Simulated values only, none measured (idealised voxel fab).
Title: Process Module voxel gate over fins
Displayed cross-section: cut, width of 295 nm, square cells sized 5 nm.
A cross-section is written here as square cells arranged in a grid, and it is given in bands from the top down, each band taking up one or more rows of cells.
Top, bottom (nm), then materials left to right with widths (nm); lone material tagged "full width" fills the whole band edge to edge; "air" = empty space.
For the purposes of this specification, 0 denotes the height below which the wafer in its as-received condition is composed wholly of one material, and the lowermost band, lacking a lower limit, extends downward without end, as expressed in "0 and below".
Top row gets the first number, bottom row gets the second, and each row in between changes by the same step: that is how a band width like "30->40" works.
Where the words "changes: none" appear for a step, the cross-section shows no cell changed by that step; every cell remained as before.
In the "Trapped voids" entry, you get each enclosed empty space of 8 cells or more, one with no open way to the top, written width x height at distance, distance from the left edge, in nm.
after a step's settings: what the simulator itself notes on the step
If you see "overlay nm" on a step's line and that step has a mask, it's telling you how far right of where it was planned the mask ended up; a negative number means it went left instead.
Structure of the following material. The material consists of pairs of cross-sections. Each pair comprises the cross-section before one process step and the cross-section after that step, the latter shown only down to the lowest band that changed. The step between the cross-sections is specified beneath each pair, including its settings. Pairs are not necessarily consecutive: they may derive from different runs of this module performed on the same starting wafer. Continuity with the pair above is to be assumed only where the entry headed "Before-step section" of the pair in question states it.
BEFORE-STEP SECTION
> 0 and below | Si full width
> Trapped voids: none
SECTION, POST-STEP
> 10 down to 0 | SiN full width
> Everything under 0 stays put, no change at all.
> Trapped voids: none
Connecting step for the cross-sections above: CONFORMAL_DEP | material SiN | thk nm 10
Before-step section: The prior state of this step coincides with the post-step cross-section of the pair just above.
SECTION, POST-STEP
> 25 down to 10 | aC full width
> Everything under 10 stays put, no change at all.
> Trapped voids: none
Connecting step for the cross-sections above: DIRECTIONAL_DEP | material aC | thk nm 15
Before-step section: The prior state of this step coincides with the post-step cross-section of the pair just above.
SECTION, POST-STEP
> 60 down to 25 | 120 nm air  15 nm resist  20 nm air  15 nm resist  125 nm air
> Everything under 25 stays put, no change at all.
> Trapped voids: none
Connecting step for the cross-sections above: PATTERN | tone cover | mask id FINS | material resist | width nm 15 | pitch nm 35 | thk nm 35 | overlay nm 0
Before-step section: The prior state of this step coincides with the post-step cross-section of the pair just above.
SECTION, POST-STEP
> 45 down to 25 | 120 nm air  15 nm resist  20 nm air  15 nm resist  125 nm air
> 25 down to 10 | 120 nm air  15 nm aC  20 nm air  15 nm aC  125 nm air
> Everything under 10 stays put, no change at all.
> Trapped voids: none
Connecting step for the cross-sections above: DIRECTIONAL_ETCH | etch materials aC | depth nm 15
Before-step section: The prior state of this step coincides with the post-step cross-section of the pair just above.
SECTION, POST-STEP
> 25 down to 10 | 120 nm air  15 nm aC  20 nm air  15 nm aC  125 nm air
> Everything under 10 stays put, no change at all.
> Trapped voids: none
Connecting step for the cross-sections above: STRIP | etch materials resist
Before-step section: The prior state of this step coincides with the post-step cross-section of the pair just above.
SECTION, POST-STEP
> 25 down to 10 | 120 nm air  15 nm aC  20 nm air  15 nm aC  125 nm air
> 10 down to 0 | 120 nm air  15 nm SiN  20 nm air  15 nm SiN  125 nm air
> Everything under 0 stays put, no change at all.
> Trapped voids: none
Connecting step for the cross-sections above: DIRECTIONAL_ETCH | etch materials SiN | depth nm 10
Before-step section: The prior state of this step coincides with the post-step cross-section of the pair just above.
SECTION, POST-STEP
> 25 down to 10 | 120 nm air  15 nm aC  20 nm air  15 nm aC  125 nm air
> 10 down to 0 | 120 nm air  15 nm SiN  20 nm air  15 nm SiN  125 nm air
> 0 down to -40 | 120 nm air  15 nm Si  20 nm air  15 nm Si  125 nm air
> Everything under -40 stays put, no change at all.
> Trapped voids: none
Connecting step for the cross-sections above: DIRECTIONAL_ETCH | etch materials Si | depth nm 40
Before-step section: The prior state of this step coincides with the post-step cross-section of the pair just above.
SECTION, POST-STEP
> 10 down to 0 | 120 nm air  15 nm SiN  20 nm air  15 nm SiN  125 nm air
> Everything under 0 stays put, no change at all.
> Trapped voids: none
Connecting step for the cross-sections above: STRIP | etch materials aC
Before-step section: The prior state of this step coincides with the post-step cross-section of the pair just above.
SECTION, POST-STEP
> 20 down to 10 | SiO2 full width
> 10 down to 0 | 120 nm SiO2  15 nm SiN  20 nm SiO2  15 nm SiN  125 nm SiO2
> 0 down to -40 | 120 nm SiO2  15 nm Si  20 nm SiO2  15 nm Si  125 nm SiO2
> Everything under -40 stays put, no change at all.
> Trapped voids: none
Connecting step for the cross-sections above: FILL_DEP | material SiO2 | thk nm 10
Before-step section: The prior state of this step coincides with the post-step cross-section of the pair just above.
SECTION, POST-STEP
> 10 down to 0 | 120 nm SiO2  15 nm SiN  20 nm SiO2  15 nm SiN  125 nm SiO2
> Everything under 0 stays put, no change at all.
> Trapped voids: none
Connecting step for the cross-sections above: CMP | height nm 10
Before-step section: The prior state of this step coincides with the post-step cross-section of the pair just above.
SECTION, POST-STEP
> 10 down to 0 | 120 nm air  15 nm SiN  20 nm air  15 nm SiN  125 nm air
> 0 down to -10 | 120 nm air  15 nm Si  20 nm air  15 nm Si  125 nm air
> Everything under -10 stays put, no change at all.
> Trapped voids: none
Connecting step for the cross-sections above: SELECTIVE_ETCH | etch materials SiO2 | depth nm 20
Before-step section: The prior state of this step coincides with the post-step cross-section of the pair just above.
SECTION, POST-STEP
> 0 down to -10 | 120 nm air  15 nm Si  20 nm air  15 nm Si  125 nm air
> Everything under -10 stays put, no change at all.
> Trapped voids: none
Connecting step for the cross-sections above: STRIP | etch materials SiN
Before-step section: The prior state of this step coincides with the post-step cross-section of the pair just above.
SECTION, POST-STEP
> 5 down to 0 | 115 nm air  25 nm HfO2  10 nm air  25 nm HfO2  120 nm air
> 0 down to -5 | 115 nm air  5 nm HfO2  15 nm Si  5 nm HfO2  10 nm air  5 nm HfO2  15 nm Si  5 nm HfO2  120 nm air
> -5 down to -10 | 120 nm HfO2  15 nm Si  20 nm HfO2  15 nm Si  125 nm HfO2
> Everything under -10 stays put, no change at all.
> Trapped voids: none
Connecting step for the cross-sections above: CONFORMAL_DEP | material HfO2 | thk nm 5
Before-step section: The prior state of this step coincides with the post-step cross-section of the pair just above.
SECTION, POST-STEP
> 10 down to 5 | 110 nm air  70 nm TiN  115 nm air
> 5 down to 0 | 110 nm air  5 nm TiN  25 nm HfO2  10 nm TiN  25 nm HfO2  5 nm TiN  115 nm air
> 0 down to -5 | 115 nm TiN  5 nm HfO2  15 nm Si  5 nm HfO2  10 nm TiN  5 nm HfO2  15 nm Si  5 nm HfO2  120 nm TiN
> Everything under -5 stays put, no change at all.
> Trapped voids: none
Connecting step for the cross-sections above: CONFORMAL_DEP | material TiN | thk nm 5
Before-step section: The prior state of this step coincides with the post-step cross-section of the pair just above.
SECTION, POST-STEP
> 15 down to 10 | 105 nm air  80 nm TiAl  110 nm air
> 10 down to 5 | 105 nm air  5 nm TiAl  70 nm TiN  5 nm TiAl  110 nm air
> 5 down to 0 | 110 nm TiAl  5 nm TiN  25 nm HfO2  10 nm TiN  25 nm HfO2  5 nm TiN  115 nm TiAl
> Everything under 0 stays put, no change at all.
> Trapped voids: none
Connecting step for the cross-sections above: CONFORMAL_DEP | material TiAl | thk nm 5
Before-step section: The prior state of this step coincides with the post-step cross-section of the pair just above.
SECTION, POST-STEP
> 20 down to 15 | 100 nm air  90 nm TiN  105 nm air
> 15 down to 10 | 100 nm air  5 nm TiN  80 nm TiAl  5 nm TiN  105 nm air
> 10 down to 5 | 105 nm TiN  5 nm TiAl  70 nm TiN  5 nm TiAl  110 nm TiN
> Everything under 5 stays put, no change at all.
> Trapped voids: none
Connecting step for the cross-sections above: CONFORMAL_DEP | material TiN | thk nm 5
Before-step section: The prior state of this step coincides with the post-step cross-section of the pair just above.
SECTION, POST-STEP
> 35 down to 20 | W full width
> 20 down to 15 | 100 nm W  90 nm TiN  105 nm W
> 15 down to 10 | 100 nm W  5 nm TiN  80 nm TiAl  5 nm TiN  105 nm W
> Everything under 10 stays put, no change at all.
> Trapped voids: none
Connecting step for the cross-sections above: FILL_DEP | material W | thk nm 15
Before-step section: The prior state of this step coincides with the post-step cross-section of the pair just above.
SECTION, POST-STEP
> 30 down to 20 | W full width
> Everything under 20 stays put, no change at all.
> Trapped voids: none
Connecting step for the cross-sections above: CMP | height nm 30
Before-step section: The prior state of this step coincides with the post-step cross-section of the pair just above.
SECTION, POST-STEP
> 35 down to 30 | SiCN full width
> Everything under 30 stays put, no change at all.
> Trapped voids: none
Connecting step for the cross-sections above: CONFORMAL_DEP | material SiCN | thk nm 5
BEFORE-STEP SECTION
> 0 down to -10 | 120 nm air  15 nm Si  20 nm air  15 nm Si  125 nm air
> -10 down to -40 | 120 nm SiO2  15 nm Si  20 nm SiO2  15 nm Si  125 nm SiO2
> -40 and below | Si full width
> Trapped voids: none
SECTION, POST-STEP
> 5 down to 0 | 115 nm air  25 nm TiN  10 nm air  25 nm TiN  120 nm air
> 0 down to -5 | 115 nm air  5 nm TiN  15 nm Si  5 nm TiN  10 nm air  5 nm TiN  15 nm Si  5 nm TiN  120 nm air
> -5 down to -10 | 120 nm TiN  15 nm Si  20 nm TiN  15 nm Si  125 nm TiN
> Everything under -10 stays put, no change at all.
> Trapped voids: none
Connecting step for the cross-sections above: CONFORMAL_DEP | material TiN | thk nm 5
Before-step section: The prior state of this step coincides with the post-step cross-section of the pair just above.
SECTION, POST-STEP
> 10 down to 5 | 110 nm air  70 nm TiAl  115 nm air
> 5 down to 0 | 110 nm air  5 nm TiAl  25 nm TiN  10 nm TiAl  25 nm TiN  5 nm TiAl  115 nm air
> 0 down to -5 | 115 nm TiAl  5 nm TiN  15 nm Si  5 nm TiN  10 nm TiAl  5 nm TiN  15 nm Si  5 nm TiN  120 nm TiAl
> Everything under -5 stays put, no change at all.
> Trapped voids: none
Connecting step for the cross-sections above: CONFORMAL_DEP | material TiAl | thk nm 5
Before-step section: The prior state of this step coincides with the post-step cross-section of the pair just above.
SECTION, POST-STEP
> 15 down to 10 | 105 nm air  80 nm TiN  110 nm air
> 10 down to 5 | 105 nm air  5 nm TiN  70 nm TiAl  5 nm TiN  110 nm air
> 5 down to 0 | 110 nm TiN  5 nm TiAl  25 nm TiN  10 nm TiAl  25 nm TiN  5 nm TiAl  115 nm TiN
> Everything under 0 stays put, no change at all.
> Trapped voids: none
Connecting step for the cross-sections above: CONFORMAL_DEP | material TiN | thk nm 5
Before-step section: The prior state of this step coincides with the post-step cross-section of the pair just above.
SECTION, POST-STEP
> 30 down to 15 | W full width
> 15 down to 10 | 105 nm W  80 nm TiN  110 nm W
> 10 down to 5 | 105 nm W  5 nm TiN  70 nm TiAl  5 nm TiN  110 nm W
> Everything under 5 stays put, no change at all.
> Trapped voids: none
Connecting step for the cross-sections above: FILL_DEP | material W | thk nm 15
Before-step section: The prior state of this step coincides with the post-step cross-section of the pair just above.
SECTION, POST-STEP
> 35 down to 30 | SiCN full width
> Everything under 30 stays put, no change at all.
> Trapped voids: none
Connecting step for the cross-sections above: CONFORMAL_DEP | material SiCN | thk nm 5
BEFORE-STEP SECTION
> 10 down to 0 | 120 nm air  15 nm SiN  20 nm air  15 nm SiN  125 nm air
> 0 down to -10 | 120 nm air  15 nm Si  20 nm air  15 nm Si  125 nm air
> -10 down to -40 | 120 nm SiO2  15 nm Si  20 nm SiO2  15 nm Si  125 nm SiO2
> -40 and below | Si full width
> Trapped voids: none
SECTION, POST-STEP
> 10 down to 0 | 120 nm air  15 nm SiN  20 nm air  15 nm SiN  125 nm air
> 0 down to -30 | 120 nm air  15 nm Si  20 nm air  15 nm Si  125 nm air
> Everything under -30 stays put, no change at all.
> Trapped voids: none
Connecting step for the cross-sections above: SELECTIVE_ETCH | etch materials SiO2 | depth nm 20
Before-step section: The prior state of this step coincides with the post-step cross-section of the pair just above.
SECTION, POST-STEP
> 0 down to -30 | 120 nm air  15 nm Si  20 nm air  15 nm Si  125 nm air
> Everything under -30 stays put, no change at all.
> Trapped voids: none
Connecting step for the cross-sections above: STRIP | etch materials SiN
Before-step section: The prior state of this step coincides with the post-step cross-section of the pair just above.
SECTION, POST-STEP
> 5 down to 0 | 115 nm air  25 nm HfO2  10 nm air  25 nm HfO2  120 nm air
> 0 down to -25 | 115 nm air  5 nm HfO2  15 nm Si  5 nm HfO2  10 nm air  5 nm HfO2  15 nm Si  5 nm HfO2  120 nm air
> -25 down to -30 | 120 nm HfO2  15 nm Si  20 nm HfO2  15 nm Si  125 nm HfO2
> Everything under -30 stays put, no change at all.
> Trapped voids: none
Connecting step for the cross-sections above: CONFORMAL_DEP | material HfO2 | thk nm 5
Before-step section: The prior state of this step coincides with the post-step cross-section of the pair just above.
SECTION, POST-STEP
> 10 down to 5 | 110 nm air  70 nm TiN  115 nm air
> 5 down to 0 | 110 nm air  5 nm TiN  25 nm HfO2  10 nm TiN  25 nm HfO2  5 nm TiN  115 nm air
> 0 down to -20 | 110 nm air  5 nm TiN  5 nm HfO2  15 nm Si  5 nm HfO2  10 nm TiN  5 nm HfO2  15 nm Si  5 nm HfO2  5 nm TiN  115 nm air
> -20 down to -25 | 115 nm TiN  5 nm HfO2  15 nm Si  5 nm HfO2  10 nm TiN  5 nm HfO2  15 nm Si  5 nm HfO2  120 nm TiN
> Everything under -25 stays put, no change at all.
> Trapped voids: none
Connecting step for the cross-sections above: CONFORMAL_DEP | material TiN | thk nm 5
Before-step section: The prior state of this step coincides with the post-step cross-section of the pair just above.
SECTION, POST-STEP
> 15 down to 10 | 105 nm air  80 nm TiAl  110 nm air
> 10 down to 5 | 105 nm air  5 nm TiAl  70 nm TiN  5 nm TiAl  110 nm air
> 5 down to 0 | 105 nm air  5 nm TiAl  5 nm TiN  25 nm HfO2  10 nm TiN  25 nm HfO2  5 nm TiN  5 nm TiAl  110 nm air
> 0 down to -15 | 105 nm air  5 nm TiAl  5 nm TiN  5 nm HfO2  15 nm Si  5 nm HfO2  10 nm TiN  5 nm HfO2  15 nm Si  5 nm HfO2  5 nm TiN  5 nm TiAl  110 nm air
> -15 down to -20 | 110 nm TiAl  5 nm TiN  5 nm HfO2  15 nm Si  5 nm HfO2  10 nm TiN  5 nm HfO2  15 nm Si  5 nm HfO2  5 nm TiN  115 nm TiAl
> Everything under -20 stays put, no change at all.
> Trapped voids: none
Connecting step for the cross-sections above: CONFORMAL_DEP | material TiAl | thk nm 5
Before-step section: The prior state of this step coincides with the post-step cross-section of the pair just above.
SECTION, POST-STEP
> 20 down to 15 | 100 nm air  90 nm TiN  105 nm air
> 15 down to 10 | 100 nm air  5 nm TiN  80 nm TiAl  5 nm TiN  105 nm air
> 10 down to 5 | 100 nm air  5 nm TiN  5 nm TiAl  70 nm TiN  5 nm TiAl  5 nm TiN  105 nm air
> 5 down to 0 | 100 nm air  5 nm TiN  5 nm TiAl  5 nm TiN  25 nm HfO2  10 nm TiN  25 nm HfO2  5 nm TiN  5 nm TiAl  5 nm TiN  105 nm air
> 0 down to -10 | 100 nm air  5 nm TiN  5 nm TiAl  5 nm TiN  5 nm HfO2  15 nm Si  5 nm HfO2  10 nm TiN  5 nm HfO2  15 nm Si  5 nm HfO2  5 nm TiN  5 nm TiAl  5 nm TiN  105 nm air
> -10 down to -15 | 105 nm TiN  5 nm TiAl  5 nm TiN  5 nm HfO2  15 nm Si  5 nm HfO2  10 nm TiN  5 nm HfO2  15 nm Si  5 nm HfO2  5 nm TiN  5 nm TiAl  110 nm TiN
> Everything under -15 stays put, no change at all.
> Trapped voids: none
Connecting step for the cross-sections above: CONFORMAL_DEP | material TiN | thk nm 5
Before-step section: The prior state of this step coincides with the post-step cross-section of the pair just above.
SECTION, POST-STEP
> 35 down to 20 | W full width
> 20 down to 15 | 100 nm W  90 nm TiN  105 nm W
> 15 down to 10 | 100 nm W  5 nm TiN  80 nm TiAl  5 nm TiN  105 nm W
> 10 down to 5 | 100 nm W  5 nm TiN  5 nm TiAl  70 nm TiN  5 nm TiAl  5 nm TiN  105 nm W
> 5 down to 0 | 100 nm W  5 nm TiN  5 nm TiAl  5 nm TiN  25 nm HfO2  10 nm TiN  25 nm HfO2  5 nm TiN  5 nm TiAl  5 nm TiN  105 nm W
> 0 down to -10 | 100 nm W  5 nm TiN  5 nm TiAl  5 nm TiN  5 nm HfO2  15 nm Si  5 nm HfO2  10 nm TiN  5 nm HfO2  15 nm Si  5 nm HfO2  5 nm TiN  5 nm TiAl  5 nm TiN  105 nm W
> Everything under -10 stays put, no change at all.
> Trapped voids: none
Connecting step for the cross-sections above: FILL_DEP | material W | thk nm 15
Before-step section: The prior state of this step coincides with the post-step cross-section of the pair just above.
SECTION, POST-STEP
> 30 down to 20 | W full width
> Everything under 20 stays put, no change at all.
> Trapped voids: none
Connecting step for the cross-sections above: CMP | height nm 30
Before-step section: The prior state of this step coincides with the post-step cross-section of the pair just above.
SECTION, POST-STEP
> 35 down to 30 | SiCN full width
> Everything under 30 stays put, no change at all.
> Trapped voids: none
Connecting step for the cross-sections above: CONFORMAL_DEP | material SiCN | thk nm 5
BEFORE-STEP SECTION
> 10 down to 0 | 120 nm SiO2  15 nm SiN  20 nm SiO2  15 nm SiN  125 nm SiO2
> 0 down to -40 | 120 nm SiO2  15 nm Si  20 nm SiO2  15 nm Si  125 nm SiO2
> -40 and below | Si full width
> Trapped voids: none
SECTION, POST-STEP
> 10 down to 0 | 120 nm SiO2  15 nm air  20 nm SiO2  15 nm air  125 nm SiO2
> Everything under 0 stays put, no change at all.
> Trapped voids: none
Connecting step for the cross-sections above: STRIP | etch materials SiN
Before-step section: The prior state of this step coincides with the post-step cross-section of the pair just above.
SECTION, POST-STEP
> 0 down to -10 | 120 nm air  15 nm Si  20 nm air  15 nm Si  125 nm air
> -10 down to -20 | 100 nm SiO2  20 nm air  15 nm Si  20 nm air  15 nm Si  20 nm air  105 nm SiO2
> Everything under -20 stays put, no change at all.
> Trapped voids: none
Connecting step for the cross-sections above: SELECTIVE_ETCH | etch materials SiO2 | depth nm 20
Before-step section: The prior state of this step coincides with the post-step cross-section of the pair just above.
SECTION, POST-STEP
> 5 down to 0 | 115 nm air  25 nm HfO2  10 nm air  25 nm HfO2  120 nm air
> 0 down to -5 | 115 nm air  5 nm HfO2  15 nm Si  5 nm HfO2  10 nm air  5 nm HfO2  15 nm Si  5 nm HfO2  120 nm air
> -5 down to -10 | 105 nm HfO2  10 nm air  5 nm HfO2  15 nm Si  5 nm HfO2  10 nm air  5 nm HfO2  15 nm Si  5 nm HfO2  10 nm air  110 nm HfO2
> -10 down to -15 | 100 nm SiO2  5 nm HfO2  10 nm air  5 nm HfO2  15 nm Si  5 nm HfO2  10 nm air  5 nm HfO2  15 nm Si  5 nm HfO2  10 nm air  5 nm HfO2  105 nm SiO2
> -15 down to -20 | 100 nm SiO2  20 nm HfO2  15 nm Si  20 nm HfO2  15 nm Si  20 nm HfO2  105 nm SiO2
> Everything under -20 stays put, no change at all.
> Trapped voids: none
Connecting step for the cross-sections above: CONFORMAL_DEP | material HfO2 | thk nm 5
Before-step section: The prior state of this step coincides with the post-step cross-section of the pair just above.
SECTION, POST-STEP
> 10 down to 5 | 110 nm air  70 nm TiN  115 nm air
> 5 down to 0 | 110 nm air  5 nm TiN  25 nm HfO2  10 nm TiN  25 nm HfO2  5 nm TiN  115 nm air
> 0 down to -5 | 115 nm TiN  5 nm HfO2  15 nm Si  5 nm HfO2  10 nm TiN  5 nm HfO2  15 nm Si  5 nm HfO2  120 nm TiN
> -5 down to -10 | 105 nm HfO2  10 nm TiN  5 nm HfO2  15 nm Si  5 nm HfO2  10 nm TiN  5 nm HfO2  15 nm Si  5 nm HfO2  10 nm TiN  110 nm HfO2
> -10 down to -15 | 100 nm SiO2  5 nm HfO2  10 nm TiN  5 nm HfO2  15 nm Si  5 nm HfO2  10 nm TiN  5 nm HfO2  15 nm Si  5 nm HfO2  10 nm TiN  5 nm HfO2  105 nm SiO2
> Everything under -15 stays put, no change at all.
> Trapped voids: none
Connecting step for the cross-sections above: CONFORMAL_DEP | material TiN | thk nm 5
Before-step section: The prior state of this step coincides with the post-step cross-section of the pair just above.
SECTION, POST-STEP
> 15 down to 10 | 105 nm air  80 nm TiAl  110 nm air
> 10 down to 5 | 105 nm air  5 nm TiAl  70 nm TiN  5 nm TiAl  110 nm air
> 5 down to 0 | 110 nm TiAl  5 nm TiN  25 nm HfO2  10 nm TiN  25 nm HfO2  5 nm TiN  115 nm TiAl
> Everything under 0 stays put, no change at all.
> Trapped voids: none
Connecting step for the cross-sections above: CONFORMAL_DEP | material TiAl | thk nm 5
Before-step section: The prior state of this step coincides with the post-step cross-section of the pair just above.
SECTION, POST-STEP
> 20 down to 15 | 100 nm air  90 nm TiN  105 nm air
> 15 down to 10 | 100 nm air  5 nm TiN  80 nm TiAl  5 nm TiN  105 nm air
> 10 down to 5 | 105 nm TiN  5 nm TiAl  70 nm TiN  5 nm TiAl  110 nm TiN
> Everything under 5 stays put, no change at all.
> Trapped voids: none
Connecting step for the cross-sections above: CONFORMAL_DEP | material TiN | thk nm 5
Before-step section: The prior state of this step coincides with the post-step cross-section of the pair just above.
SECTION, POST-STEP
> 35 down to 20 | W full width
> 20 down to 15 | 100 nm W  90 nm TiN  105 nm W
> 15 down to 10 | 100 nm W  5 nm TiN  80 nm TiAl  5 nm TiN  105 nm W
> Everything under 10 stays put, no change at all.
> Trapped voids: none
Connecting step for the cross-sections above: FILL_DEP | material W | thk nm 15
Before-step section: The prior state of this step coincides with the post-step cross-section of the pair just above.
SECTION, POST-STEP
> 30 down to 20 | W full width
> Everything under 20 stays put, no change at all.
> Trapped voids: none
Connecting step for the cross-sections above: CMP | height nm 30
Before-step section: The prior state of this step coincides with the post-step cross-section of the pair just above.
SECTION, POST-STEP
> 35 down to 30 | SiCN full width
> Everything under 30 stays put, no change at all.
> Trapped voids: none
Connecting step for the cross-sections above: CONFORMAL_DEP | material SiCN | thk nm 5
BEFORE-STEP SECTION
> 25 down to 10 | 120 nm air  15 nm aC  20 nm air  15 nm aC  125 nm air
> 10 down to 0 | 120 nm air  15 nm SiN  20 nm air  15 nm SiN  125 nm air
> 0 and below | Si full width
> Trapped voids: none
SECTION, POST-STEP
> 25 down to 10 | 120 nm air  15 nm aC  20 nm air  15 nm aC  125 nm air
> 10 down to 0 | 120 nm air  15 nm SiN  20 nm air  15 nm SiN  125 nm air
> 0 down to -45 | 120 nm air  15 nm Si  20 nm air  15 nm Si  125 nm air
> Everything under -45 stays put, no change at all.
> Trapped voids: none
Connecting step for the cross-sections above: DIRECTIONAL_ETCH | etch materials Si | depth nm 45
Before-step section: The prior state of this step coincides with the post-step cross-section of the pair just above.
SECTION, POST-STEP
> 10 down to 0 | 120 nm air  15 nm SiN  20 nm air  15 nm SiN  125 nm air
> Everything under 0 stays put, no change at all.
> Trapped voids: none
Connecting step for the cross-sections above: STRIP | etch materials aC
Before-step section: The prior state of this step coincides with the post-step cross-section of the pair just above.
SECTION, POST-STEP
> 20 down to 10 | SiO2 full width
> 10 down to 0 | 120 nm SiO2  15 nm SiN  20 nm SiO2  15 nm SiN  125 nm SiO2
> 0 down to -45 | 120 nm SiO2  15 nm Si  20 nm SiO2  15 nm Si  125 nm SiO2
> Everything under -45 stays put, no change at all.
> Trapped voids: none
Connecting step for the cross-sections above: FILL_DEP | material SiO2 | thk nm 10
Before-step section: The prior state of this step coincides with the post-step cross-section of the pair just above.
SECTION, POST-STEP
> 10 down to 0 | 120 nm SiO2  15 nm SiN  20 nm SiO2  15 nm SiN  125 nm SiO2
> Everything under 0 stays put, no change at all.
> Trapped voids: none
Connecting step for the cross-sections above: CMP | height nm 10
Before-step section: The prior state of this step coincides with the post-step cross-section of the pair just above.
SECTION, POST-STEP
> 10 down to 0 | 120 nm air  15 nm SiN  20 nm air  15 nm SiN  125 nm air
> 0 down to -10 | 120 nm air  15 nm Si  20 nm air  15 nm Si  125 nm air
> Everything under -10 stays put, no change at all.
> Trapped voids: none
Connecting step for the cross-sections above: SELECTIVE_ETCH | etch materials SiO2 | depth nm 20
Before-step section: The prior state of this step coincides with the post-step cross-section of the pair just above.
SECTION, POST-STEP
> 0 down to -10 | 120 nm air  15 nm Si  20 nm air  15 nm Si  125 nm air
> Everything under -10 stays put, no change at all.
> Trapped voids: none
Connecting step for the cross-sections above: STRIP | etch materials SiN
Before-step section: The prior state of this step coincides with the post-step cross-section of the pair just above.
SECTION, POST-STEP
> 5 down to 0 | 115 nm air  25 nm HfO2  10 nm air  25 nm HfO2  120 nm air
> 0 down to -5 | 115 nm air  5 nm HfO2  15 nm Si  5 nm HfO2  10 nm air  5 nm HfO2  15 nm Si  5 nm HfO2  120 nm air
> -5 down to -10 | 120 nm HfO2  15 nm Si  20 nm HfO2  15 nm Si  125 nm HfO2
> Everything under -10 stays put, no change at all.
> Trapped voids: none
Connecting step for the cross-sections above: CONFORMAL_DEP | material HfO2 | thk nm 5
Before-step section: The prior state of this step coincides with the post-step cross-section of the pair just above.
SECTION, POST-STEP
> 10 down to 5 | 110 nm air  70 nm TiN  115 nm air
> 5 down to 0 | 110 nm air  5 nm TiN  25 nm HfO2  10 nm TiN  25 nm HfO2  5 nm TiN  115 nm air
> 0 down to -5 | 115 nm TiN  5 nm HfO2  15 nm Si  5 nm HfO2  10 nm TiN  5 nm HfO2  15 nm Si  5 nm HfO2  120 nm TiN
> Everything under -5 stays put, no change at all.
> Trapped voids: none
Connecting step for the cross-sections above: CONFORMAL_DEP | material TiN | thk nm 5
Before-step section: The prior state of this step coincides with the post-step cross-section of the pair just above.
SECTION, POST-STEP
> 15 down to 10 | 105 nm air  80 nm TiAl  110 nm air
> 10 down to 5 | 105 nm air  5 nm TiAl  70 nm TiN  5 nm TiAl  110 nm air
> 5 down to 0 | 110 nm TiAl  5 nm TiN  25 nm HfO2  10 nm TiN  25 nm HfO2  5 nm TiN  115 nm TiAl
> Everything under 0 stays put, no change at all.
> Trapped voids: none
Connecting step for the cross-sections above: CONFORMAL_DEP | material TiAl | thk nm 5
Before-step section: The prior state of this step coincides with the post-step cross-section of the pair just above.
SECTION, POST-STEP
> 20 down to 15 | 100 nm air  90 nm TiN  105 nm air
> 15 down to 10 | 100 nm air  5 nm TiN  80 nm TiAl  5 nm TiN  105 nm air
> 10 down to 5 | 105 nm TiN  5 nm TiAl  70 nm TiN  5 nm TiAl  110 nm TiN
> Everything under 5 stays put, no change at all.
> Trapped voids: none
Connecting step for the cross-sections above: CONFORMAL_DEP | material TiN | thk nm 5
Before-step section: The prior state of this step coincides with the post-step cross-section of the pair just above.
SECTION, POST-STEP
> 35 down to 20 | W full width
> 20 down to 15 | 100 nm W  90 nm TiN  105 nm W
> 15 down to 10 | 100 nm W  5 nm TiN  80 nm TiAl  5 nm TiN  105 nm W
> Everything under 10 stays put, no change at all.
> Trapped voids: none
Connecting step for the cross-sections above: FILL_DEP | material W | thk nm 15
Before-step section: The prior state of this step coincides with the post-step cross-section of the pair just above.
SECTION, POST-STEP
> 30 down to 20 | W full width
> Everything under 20 stays put, no change at all.
> Trapped voids: none
Connecting step for the cross-sections above: CMP | height nm 30
Before-step section: The prior state of this step coincides with the post-step cross-section of the pair just above.
SECTION, POST-STEP
> 35 down to 30 | SiCN full width
> Everything under 30 stays put, no change at all.
> Trapped voids: none
Connecting step for the cross-sections above: CONFORMAL_DEP | material SiCN | thk nm 5
BEFORE-STEP SECTION
> 25 down to 10 | aC full width
> 10 down to 0 | SiN full width
> 0 and below | Si full width
> Trapped voids: none
SECTION, POST-STEP
> 60 down to 25 | 120 nm air  20 nm resist  15 nm air  20 nm resist  120 nm air
> Everything under 25 stays put, no change at all.
> Trapped voids: none
Connecting step for the cross-sections above: PATTERN | tone cover | mask id FINS | material resist | width nm 20 | pitch nm 35 | thk nm 35 | overlay nm 0
Before-step section: The prior state of this step coincides with the post-step cross-section of the pair just above.
SECTION, POST-STEP
> 45 down to 25 | 120 nm air  20 nm resist  15 nm air  20 nm resist  120 nm air
> 25 down to 10 | 120 nm air  20 nm aC  15 nm air  20 nm aC  120 nm air
> Everything under 10 stays put, no change at all.
> Trapped voids: none
Connecting step for the cross-sections above: DIRECTIONAL_ETCH | etch materials aC | depth nm 15
Before-step section: The prior state of this step coincides with the post-step cross-section of the pair just above.
SECTION, POST-STEP
> 25 down to 10 | 120 nm air  20 nm aC  15 nm air  20 nm aC  120 nm air
> Everything under 10 stays put, no change at all.
> Trapped voids: none
Connecting step for the cross-sections above: STRIP | etch materials resist
Before-step section: The prior state of this step coincides with the post-step cross-section of the pair just above.
SECTION, POST-STEP
> 25 down to 10 | 120 nm air  20 nm aC  15 nm air  20 nm aC  120 nm air
> 10 down to 0 | 120 nm air  20 nm SiN  15 nm air  20 nm SiN  120 nm air
> Everything under 0 stays put, no change at all.
> Trapped voids: none
Connecting step for the cross-sections above: DIRECTIONAL_ETCH | etch materials SiN | depth nm 10
Before-step section: The prior state of this step coincides with the post-step cross-section of the pair just above.
SECTION, POST-STEP
> 25 down to 10 | 120 nm air  20 nm aC  15 nm air  20 nm aC  120 nm air
> 10 down to 0 | 120 nm air  20 nm SiN  15 nm air  20 nm SiN  120 nm air
> 0 down to -40 | 120 nm air  20 nm Si  15 nm air  20 nm Si  120 nm air
> Everything under -40 stays put, no change at all.
> Trapped voids: none
Connecting step for the cross-sections above: DIRECTIONAL_ETCH | etch materials Si | depth nm 40
Before-step section: The prior state of this step coincides with the post-step cross-section of the pair just above.
SECTION, POST-STEP
> 10 down to 0 | 120 nm air  20 nm SiN  15 nm air  20 nm SiN  120 nm air
> Everything under 0 stays put, no change at all.
> Trapped voids: none
Connecting step for the cross-sections above: STRIP | etch materials aC
Before-step section: The prior state of this step coincides with the post-step cross-section of the pair just above.
SECTION, POST-STEP
> 20 down to 10 | SiO2 full width
> 10 down to 0 | 120 nm SiO2  20 nm SiN  15 nm SiO2  20 nm SiN  120 nm SiO2
> 0 down to -40 | 120 nm SiO2  20 nm Si  15 nm SiO2  20 nm Si  120 nm SiO2
> Everything under -40 stays put, no change at all.
> Trapped voids: none
Connecting step for the cross-sections above: FILL_DEP | material SiO2 | thk nm 10
Before-step section: The prior state of this step coincides with the post-step cross-section of the pair just above.
SECTION, POST-STEP
> 10 down to 0 | 120 nm SiO2  20 nm SiN  15 nm SiO2  20 nm SiN  120 nm SiO2
> Everything under 0 stays put, no change at all.
> Trapped voids: none
Connecting step for the cross-sections above: CMP | height nm 10
